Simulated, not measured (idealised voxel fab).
The following process module bears the name voxel ribs on slabs.
The width of the displayed cross-section, cut, is 260 nm; its cells are square, with a size of 5 nm.
When this document writes out a cross-section, it uses a grid of square cells and lists it as bands, beginning at the top and moving down, with a band standing for one or more rows of cells.
What a band's entry tells you: where the top is and where the bottom is, as heights in nm, and after that what lies inside, material by material from left to right, each with its width in nm. Empty space is written as the word "air", and a single material marked with the word "throughout" occupies the band from edge to edge.
Where do heights start? At 0: under that level the wafer as delivered is made of one material only. And the lowest band has no floor; it just carries on downward, as in "z 0 and below".
Note: "30 to 40" means the width goes from the first number (top row of the band) to the second number (bottom row) in equal steps per row of cells.
Any step labelled "nothing different" changed none of the cells in the cross-section.
Look at "Entrapped void list" for the closed voids: empty spaces with no open path to the top, sized 8 cells or up. Each is width x height at distance, distance from the left edge, all nm.
Anything after a step's settings on that line? It's the simulator's own note about the step.
What "overlay nm" on a step's line means: if the step has a mask, that mask lay this far to the right of its planned place, or, when the value is negative, to the left.

This section lists the process steps that were planned:
1: RECEIVE: material Si
2: DIRECTIONAL_DEP: material SiO2, thk nm 20
3: DIRECTIONAL_DEP: material polySi, thk nm 25
4: MASKED_ETCH: tone cover, mask id RIB, width nm 15, etch materials polySi, depth nm 20, overlay nm 0
5: PATTERN: tone cover, mask id SLAB, material resist, width nm 75, thk nm 20, overlay nm 0
6: DIRECTIONAL_ETCH: etch materials polySi, depth nm 5
7: STRIP: etch materials resist
8: FILL_DEP: material SiO2, thk nm 25
9: CMP: height nm 65
10: DIRECTIONAL_DEP: material W, thk nm 5
11: MASKED_ETCH: tone cover, mask id HEATER, width nm 25, etch materials W, depth nm 5, overlay nm 0
12: CONFORMAL_DEP: material SiN, thk nm 5

Cross-section: wafer on arrival = after step 1:
	z 0 and below = Si throughout
	Entrapped void list: none

first wafer at the end, as planned:
	z 75 to 70 = air=110  SiN=35  air=115
	z 70 to 65 = SiN=115  W=25  SiN=120
	z 65 to 45 = SiO2 throughout
	z 45 to 25 = SiO2=120  polySi=15  SiO2=125
	z 25 to 20 = SiO2=90  polySi=75  SiO2=95
	z 20 to 0 = SiO2 throughout
	z 0 and below = Si throughout
	Entrapped void list: none

Same start, same plan as the first wafer - but one mistake in the run. Cross-section of the second of the two at the end of the module:
	z 75 to 70 = air=120  SiN=35  air=105
	z 70 to 65 = SiN=125  W=25  SiN=110
	z 65 to 45 = SiO2 throughout
	z 45 to 25 = SiO2=120  polySi=15  SiO2=125
	z 25 to 20 = SiO2=90  polySi=75  SiO2=95
	z 20 to 0 = SiO2 throughout
	z 0 and below = Si throughout
	Entrapped void list: none
The mistake made against the process plan was this: not per plan at step 11, really ran MASKED_ETCH: tone cover, mask id HEATER, width nm 25, etch materials W, depth nm 5, overlay nm 10
If you tally the cells, the second wafer ends up with the same amount of every material as the first; it's all just sitting in different places.
